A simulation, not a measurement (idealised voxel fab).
process module | voxel capacitor over wiring
cross-section cut | 300 nm wide | cells 5 nm
A cross-section is a grid of square cells, given in bands from the top down. A band is one or more rows of cells.
Each band's line starts with the height of the band's top and of its bottom, in nm. Then come its materials from left to right, each with its width in nm. One material with "throughout" fills the band from edge to edge. "air" is empty space.
Height 0 is the level under which the wafer as received is all one material. The lowest band goes on downwards, as in "0 down".
A width such as "30 to 40" changes by the same amount from each row of cells to the next, from the band's top row to its bottom row.
"no change" after a step means that no cell of the cross-section changed.
closed voids: empty space of 8 cells or more with no open way to the top, each as width x height at its distance from the left edge, in nm
after a step's settings: what the simulator itself notes on the step
overlay nm, on a step with a mask: how far to the right of its planned place the mask lay; to the left if negative
plan
1 op RECEIVE | material Si
2 op CONFORMAL_DEP | material SiO2 | thk nm 15
3 op DIRECTIONAL_DEP | material TiN | thk nm 5
4 op DIRECTIONAL_DEP | material Ru | thk nm 20
5 op PATTERN | tone cover | mask id METAL_1 | material resist | width nm 20 | pitch nm 75 | thk nm 20 | overlay nm 0
6 op DIRECTIONAL_ETCH | etch materials Ru | depth nm 20
7 op DIRECTIONAL_ETCH | etch materials TiN | depth nm 5
8 op STRIP | etch materials resist
9 op FILL_DEP | material SiO2 | thk nm 5
10 op CMP | height nm 40
11 op CONFORMAL_DEP | material SiCN | thk nm 5
12 op DIRECTIONAL_DEP | material lowk | thk nm 20
13 op MASKED_ETCH | tone open | mask id PLUG_1 | width nm 15 | etch materials lowk | depth nm 20 | overlay nm 0
14 op MASKED_ETCH | tone open | mask id PLUG_1 | width nm 15 | etch materials SiCN | depth nm 5 | overlay nm 0
15 op EPI | material Ru | thk nm 10
16 op EPI | material Ru | thk nm 10
17 op EPI | material Ru | thk nm 5
18 op DIRECTIONAL_DEP | material TiN | thk nm 5
19 op DIRECTIONAL_DEP | material SiN | thk nm 5
20 op DIRECTIONAL_DEP | material TiN | thk nm 10
21 op PATTERN | tone cover | mask id UPPER_PLATE | material resist | width nm 60 | thk nm 20 | overlay nm 0
22 op DIRECTIONAL_ETCH | etch materials TiN | depth nm 10
23 op DIRECTIONAL_ETCH | etch materials SiN | depth nm 5
24 op STRIP | etch materials resist
25 op MASKED_ETCH | tone cover | mask id LOWER_PLATE | width nm 70 | etch materials TiN | depth nm 5 | overlay nm 0
26 op FILL_DEP | material SiO2 | thk nm 15
27 op CMP | height nm 95
28 op PATTERN | tone open | mask id PLUG_2 | material resist | width nm 15 | thk nm 15 | overlay nm 0
29 op DIRECTIONAL_ETCH | etch materials SiO2 | depth nm 10
30 op STRIP | etch materials resist
31 op CONFORMAL_DEP | material TiN | thk nm 5
32 op FILL_DEP | material W | thk nm 10
33 op CMP | height nm 95
34 op CONFORMAL_DEP | material SiCN | thk nm 5
as received, after step 1
  0 down: Si throughout
  closed voids: none
first wafer at the end, as planned
  100 to 95: SiCN throughout
  95 to 90: SiO2 115 | TiN 5 | W 5 | TiN 5 | SiO2 170
  90 to 85: SiO2 115 | TiN 15 | SiO2 170
  85 to 75: SiO2 105 | TiN 60 | SiO2 135
  75 to 70: SiO2 105 | SiN 60 | SiO2 135
  70 to 65: SiO2 100 | TiN 70 | SiO2 130
  65 to 45: lowk 105 | Ru 15 | lowk 180
  45 to 40: SiCN 105 | Ru 15 | SiCN 180
  40 to 20: SiO2 100 | Ru 20 | SiO2 55 | Ru 20 | SiO2 105
  20 to 15: SiO2 100 | TiN 20 | SiO2 55 | TiN 20 | SiO2 105
  15 to 0: SiO2 throughout
  0 down: Si throughout
  closed voids: none
second wafer at the end: like start, like plan, one mistake
  100 to 95: SiCN throughout
  95 to 90: SiO2 115 | TiN 5 | W 5 | TiN 5 | SiO2 170
  90 to 85: SiO2 115 | TiN 15 | SiO2 170
  85 to 75: SiO2 105 | TiN 60 | SiO2 135
  75 to 70: SiO2 105 | SiN 60 | SiO2 135
  70 to 65: SiO2 100 | TiN 70 | SiO2 130
  65 to 45: lowk 105 | Ru 15 | lowk 180
  45 to 40: SiCN 115 | Ru 5 | SiCN 180
  40 to 20: SiO2 100 | Ru 20 | SiO2 55 | Ru 20 | SiO2 105
  20 to 15: SiO2 100 | TiN 20 | SiO2 55 | TiN 20 | SiO2 105
  15 to 0: SiO2 throughout
  0 down: Si throughout
  closed voids: none
what went wrong: step 14 ran as: op MASKED_ETCH | tone open | mask id PLUG_1 | width nm 15 | etch materials SiCN | depth nm 5 | overlay nm 10
at the end the second wafer has, in cells: 2 fewer of Ru | 2 more of SiCN
